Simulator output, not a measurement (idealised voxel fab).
The process module that follows is named voxel wiring stack.
Xsec cut, 285 nm wide, square cell size 5 nm.
Each cross-section below is a grid of square cells, stated as bands in top-down order, with one or more rows of cells making up each band. Read a band's entry like this: the first values are the height of its top and the height of its bottom in nm, and what follows is the sequence of materials from left to right, each with its width in nm. Note that "empty" is empty space, and that a single material marked "all across" reaches across the band from edge to edge. For the purposes of this specification, 0 denotes the height below which the wafer in its as-received condition is composed wholly of one material, and the lowermost band, lacking a lower limit, extends downward without end, as expressed in "z 0 and below". So if you see something like "30..40" for the width, read it as the top row of the band sitting at the first number and the bottom row at the second, with every row in between moving by the same amount as the last. Any step labelled "nothing altered" changed none of the cells in the cross-section. The list in "Enclosed empty spaces" covers empty spaces of 8 cells or more that cannot reach the top through any open way, and it gives each as width x height at distance; the distance is from the left edge, and width, height and distance are in nm. On a step's line, text after the settings is the simulator commenting on that step. Among the settings permitted on a step's line is "overlay nm"; applied to a step with a mask, it specifies the extent to which the mask lay to the right of its planned position, whereas a negative figure signifies a position to the left.
### The following list gives the planned process steps
- 1: op RECEIVE | material Si
- 2: op CONFORMAL_DEP | material SiO2 | thk nm 15
- 3: op CONFORMAL_DEP | material SiCN | thk nm 5
- 4: op DIRECTIONAL_DEP | material SiO2 | thk nm 25
- 5: op MASKED_ETCH | tone open | mask id METAL_1 | width nm 25 | pitch nm 40 | etch materials SiO2 | depth nm 25 | overlay nm 0
- 6: op MASKED_ETCH | tone open | mask id METAL_1 | width nm 25 | pitch nm 40 | etch materials SiCN | depth nm 5 | overlay nm 0
- 7: op CONFORMAL_DEP | material TiN | thk nm 5
- 8: op FILL_DEP | material Ru | thk nm 10
- 9: op CMP | height nm 45
- 10: op EPI | material Ru | thk nm 5
- 11: op FILL_DEP | material SiCN | thk nm 5
- 12: op DIRECTIONAL_DEP | material lowk | thk nm 35
- 13: op MASKED_ETCH | tone open | mask id METAL_2 | width nm 25 | pitch nm 40 | etch materials lowk | depth nm 20 | overlay nm 0
- 14: op MASKED_ETCH | tone open | mask id METAL_2_HOLES | width nm 15 | pitch nm 80 | etch materials lowk | depth nm 15 | overlay nm 0
- 15: op MASKED_ETCH | tone open | mask id METAL_2_HOLES | width nm 15 | pitch nm 80 | etch materials SiCN | depth nm 5 | overlay nm 0
- 16: op CONFORMAL_DEP | material TiN | thk nm 5
- 17: op FILL_DEP | material Cu | thk nm 5
- 18: op CMP | height nm 90
- 19: op CONFORMAL_DEP | material SiCN | thk nm 5
- 20: op DIRECTIONAL_DEP | material SiO2 | thk nm 10
- 21: op DIRECTIONAL_DEP | material aC | thk nm 15
- 22: op PATTERN | tone open | mask id PLUG_2 | material resist | width nm 15 | pitch nm 40 | thk nm 35 | overlay nm 0
- 23: op DIRECTIONAL_ETCH | etch materials aC | depth nm 15
- 24: op STRIP | etch materials resist
- 25: op DIRECTIONAL_ETCH | etch materials SiO2 | depth nm 10
- 26: op DIRECTIONAL_ETCH | etch materials SiCN | depth nm 5
- 27: op STRIP | etch materials aC
- 28: op EPI | material Ru | thk nm 10
- 29: op EPI | material Ru | thk nm 5
- 30: op CONFORMAL_DEP | material SiN | thk nm 5
- 31: op DIRECTIONAL_DEP | material lowk | thk nm 20
- 32: op DIRECTIONAL_DEP | material aC | thk nm 10
- 33: op PATTERN | tone open | mask id METAL_3 | material resist | width nm 25 | pitch nm 40 | thk nm 30 | overlay nm 0
- 34: op DIRECTIONAL_ETCH | etch materials aC | depth nm 10
- 35: op STRIP | etch materials resist
- 36: op DIRECTIONAL_ETCH | etch materials lowk | depth nm 20
- 37: op DIRECTIONAL_ETCH | etch materials SiN | depth nm 5
- 38: op STRIP | etch materials aC
- 39: op CONFORMAL_DEP | material TiN | thk nm 5
- 40: op FILL_DEP | material W | thk nm 10
- 41: op CMP | height nm 130
- 42: op CONFORMAL_DEP | material SiCN | thk nm 5
- 43: op DIRECTIONAL_DEP | material lowk | thk nm 15
- 44: op DIRECTIONAL_DEP | material aC | thk nm 15
- 45: op PATTERN | tone open | mask id PLUG_3 | material resist | width nm 15 | pitch nm 80 | thk nm 35 | overlay nm 0
- 46: op DIRECTIONAL_ETCH | etch materials aC | depth nm 15
- 47: op STRIP | etch materials resist
- 48: op DIRECTIONAL_ETCH | etch materials lowk | depth nm 15
- 49: op DIRECTIONAL_ETCH | etch materials SiCN | depth nm 5
- 50: op STRIP | etch materials aC
- 51: op EPI | material Ru | thk nm 10
- 52: op EPI | material Ru | thk nm 10
- 53: op DIRECTIONAL_DEP | material TiN | thk nm 5
- 54: op DIRECTIONAL_DEP | material Ru | thk nm 15
- 55: op MASKED_ETCH | tone cover | mask id METAL_4 | width nm 25 | pitch nm 40 | etch materials Ru | depth nm 15 | overlay nm 0
- 56: op MASKED_ETCH | tone cover | mask id METAL_4 | width nm 25 | pitch nm 40 | etch materials TiN | depth nm 5 | overlay nm 0
- 57: op CONFORMAL_DEP | material SiCN | thk nm 5
- 58: op FILL_DEP | material lowk | thk nm 10
- 59: op CMP | height nm 170
- 60: op CONFORMAL_DEP | material SiCN | thk nm 5
### As-received wafer cross-section (after step 1)
* z 0 and below: Si all across
* Enclosed empty spaces: none
### Cross-section taken at module completion on the first of two wafers; processed per the plan
* z 175 to 170: SiCN all across
* z 170 to 155: 65 nm lowk; 5 nm SiCN; 25 nm Ru; 5 nm SiCN; 5 nm lowk; 5 nm SiCN; 25 nm Ru; 5 nm SiCN; 5 nm lowk; 5 nm SiCN; 25 nm Ru; 5 nm SiCN; 5 nm lowk; 5 nm SiCN; 25 nm Ru; 5 nm SiCN; 65 nm lowk
* z 155 to 150: 70 nm SiCN; 25 nm TiN; 15 nm SiCN; 25 nm TiN; 15 nm SiCN; 25 nm TiN; 15 nm SiCN; 25 nm TiN; 70 nm SiCN
* z 150 to 135: 70 nm lowk; 15 nm Ru; 65 nm lowk; 15 nm Ru; 120 nm lowk
* z 135 to 130: 70 nm SiCN; 15 nm Ru; 65 nm SiCN; 15 nm Ru; 120 nm SiCN
* z 130 to 110: 70 nm lowk; 5 nm TiN; 15 nm W; 5 nm TiN; 15 nm lowk; 5 nm TiN; 15 nm W; 5 nm TiN; 15 nm lowk; 5 nm TiN; 15 nm W; 5 nm TiN; 15 nm lowk; 5 nm TiN; 15 nm W; 5 nm TiN; 70 nm lowk
* z 110 to 105: 70 nm SiN; 25 nm TiN; 15 nm SiN; 25 nm TiN; 15 nm SiN; 25 nm TiN; 15 nm SiN; 25 nm TiN; 70 nm SiN
* z 105 to 95: 70 nm SiO2; 15 nm Ru; 25 nm SiO2; 15 nm Ru; 25 nm SiO2; 15 nm Ru; 25 nm SiO2; 15 nm Ru; 80 nm SiO2
* z 95 to 90: 70 nm SiCN; 15 nm Ru; 25 nm SiCN; 15 nm Ru; 25 nm SiCN; 15 nm Ru; 25 nm SiCN; 15 nm Ru; 80 nm SiCN
* z 90 to 75: 70 nm lowk; 5 nm TiN; 15 nm Cu; 5 nm TiN; 15 nm lowk; 5 nm TiN; 15 nm Cu; 5 nm TiN; 15 nm lowk; 5 nm TiN; 15 nm Cu; 5 nm TiN; 15 nm lowk; 5 nm TiN; 15 nm Cu; 5 nm TiN; 70 nm lowk
* z 75 to 70: 70 nm lowk; 5 nm TiN; 5 nm Cu; 15 nm TiN; 15 nm lowk; 25 nm TiN; 15 nm lowk; 5 nm TiN; 5 nm Cu; 15 nm TiN; 15 nm lowk; 25 nm TiN; 70 nm lowk
* z 70 to 55: 70 nm lowk; 5 nm TiN; 5 nm Cu; 5 nm TiN; 65 nm lowk; 5 nm TiN; 5 nm Cu; 5 nm TiN; 120 nm lowk
* z 55 to 50: 70 nm SiCN; 15 nm TiN; 65 nm SiCN; 15 nm TiN; 120 nm SiCN
* z 50 to 45: 65 nm SiCN; 35 nm Ru; 5 nm SiCN; 35 nm Ru; 5 nm SiCN; 35 nm Ru; 5 nm SiCN; 35 nm Ru; 65 nm SiCN
* z 45 to 20: 70 nm SiO2; 5 nm TiN; 15 nm Ru; 5 nm TiN; 15 nm SiO2; 5 nm TiN; 15 nm Ru; 5 nm TiN; 15 nm SiO2; 5 nm TiN; 15 nm Ru; 5 nm TiN; 15 nm SiO2; 5 nm TiN; 15 nm Ru; 5 nm TiN; 70 nm SiO2
* z 20 to 15: 70 nm SiCN; 25 nm TiN; 15 nm SiCN; 25 nm TiN; 15 nm SiCN; 25 nm TiN; 15 nm SiCN; 25 nm TiN; 70 nm SiCN
* z 15 to 0: SiO2 all across
* z 0 and below: Si all across
* Enclosed empty spaces: none
### Cross-section, second wafer: same start as the first, same plan as the first, one mistake in running it; taken at the end of the module
* z 175 to 170: SiCN all across
* z 170 to 160: 70 nm lowk; 5 nm SiCN; 20 nm Ru; 5 nm SiCN; 10 nm lowk; 5 nm SiCN; 20 nm Ru; 5 nm SiCN; 10 nm lowk; 5 nm SiCN; 20 nm Ru; 5 nm SiCN; 10 nm lowk; 5 nm SiCN; 20 nm Ru; 5 nm SiCN; 65 nm lowk
* z 160 to 155: 65 nm lowk; 10 nm SiCN; 20 nm Ru; 5 nm SiCN; 5 nm lowk; 10 nm SiCN; 20 nm Ru; 5 nm SiCN; 5 nm lowk; 10 nm SiCN; 20 nm Ru; 5 nm SiCN; 5 nm lowk; 10 nm SiCN; 20 nm Ru; 5 nm SiCN; 65 nm lowk
* z 155 to 150: 70 nm SiCN; 25 nm TiN; 15 nm SiCN; 25 nm TiN; 15 nm SiCN; 25 nm TiN; 15 nm SiCN; 25 nm TiN; 70 nm SiCN
* z 150 to 135: 70 nm lowk; 15 nm Ru; 65 nm lowk; 15 nm Ru; 120 nm lowk
* z 135 to 130: 70 nm SiCN; 15 nm Ru; 65 nm SiCN; 15 nm Ru; 120 nm SiCN
* z 130 to 110: 70 nm lowk; 5 nm TiN; 15 nm W; 5 nm TiN; 15 nm lowk; 5 nm TiN; 15 nm W; 5 nm TiN; 15 nm lowk; 5 nm TiN; 15 nm W; 5 nm TiN; 15 nm lowk; 5 nm TiN; 15 nm W; 5 nm TiN; 70 nm lowk
* z 110 to 105: 70 nm SiN; 25 nm TiN; 15 nm SiN; 25 nm TiN; 15 nm SiN; 25 nm TiN; 15 nm SiN; 25 nm TiN; 70 nm SiN
* z 105 to 95: 70 nm SiO2; 15 nm Ru; 25 nm SiO2; 15 nm Ru; 25 nm SiO2; 15 nm Ru; 25 nm SiO2; 15 nm Ru; 80 nm SiO2
* z 95 to 90: 70 nm SiCN; 15 nm Ru; 25 nm SiCN; 15 nm Ru; 25 nm SiCN; 15 nm Ru; 25 nm SiCN; 15 nm Ru; 80 nm SiCN
* z 90 to 75: 70 nm lowk; 5 nm TiN; 15 nm Cu; 5 nm TiN; 15 nm lowk; 5 nm TiN; 15 nm Cu; 5 nm TiN; 15 nm lowk; 5 nm TiN; 15 nm Cu; 5 nm TiN; 15 nm lowk; 5 nm TiN; 15 nm Cu; 5 nm TiN; 70 nm lowk
* z 75 to 70: 70 nm lowk; 5 nm TiN; 5 nm Cu; 15 nm TiN; 15 nm lowk; 25 nm TiN; 15 nm lowk; 5 nm TiN; 5 nm Cu; 15 nm TiN; 15 nm lowk; 25 nm TiN; 70 nm lowk
* z 70 to 55: 70 nm lowk; 5 nm TiN; 5 nm Cu; 5 nm TiN; 65 nm lowk; 5 nm TiN; 5 nm Cu; 5 nm TiN; 120 nm lowk
* z 55 to 50: 70 nm SiCN; 15 nm TiN; 65 nm SiCN; 15 nm TiN; 120 nm SiCN
* z 50 to 45: 65 nm SiCN; 35 nm Ru; 5 nm SiCN; 35 nm Ru; 5 nm SiCN; 35 nm Ru; 5 nm SiCN; 35 nm Ru; 65 nm SiCN
* z 45 to 20: 70 nm SiO2; 5 nm TiN; 15 nm Ru; 5 nm TiN; 15 nm SiO2; 5 nm TiN; 15 nm Ru; 5 nm TiN; 15 nm SiO2; 5 nm TiN; 15 nm Ru; 5 nm TiN; 15 nm SiO2; 5 nm TiN; 15 nm Ru; 5 nm TiN; 70 nm SiO2
* z 20 to 15: 70 nm SiCN; 25 nm TiN; 15 nm SiCN; 25 nm TiN; 15 nm SiCN; 25 nm TiN; 15 nm SiCN; 25 nm TiN; 70 nm SiCN
* z 15 to 0: SiO2 all across
* z 0 and below: Si all across
* Enclosed empty spaces: none
The plan and the run diverged here: step 55 ran with different settings than intended, the actual operation and settings being op MASKED_ETCH | tone cover | mask id METAL_4 | width nm 20 | pitch nm 40 | etch materials Ru | depth nm 15 | overlay nm 0
Per the end-of-run cell counts, the second wafer holds more or fewer of some materials than the first: Ru -12 | SiCN +4 | lowk +8
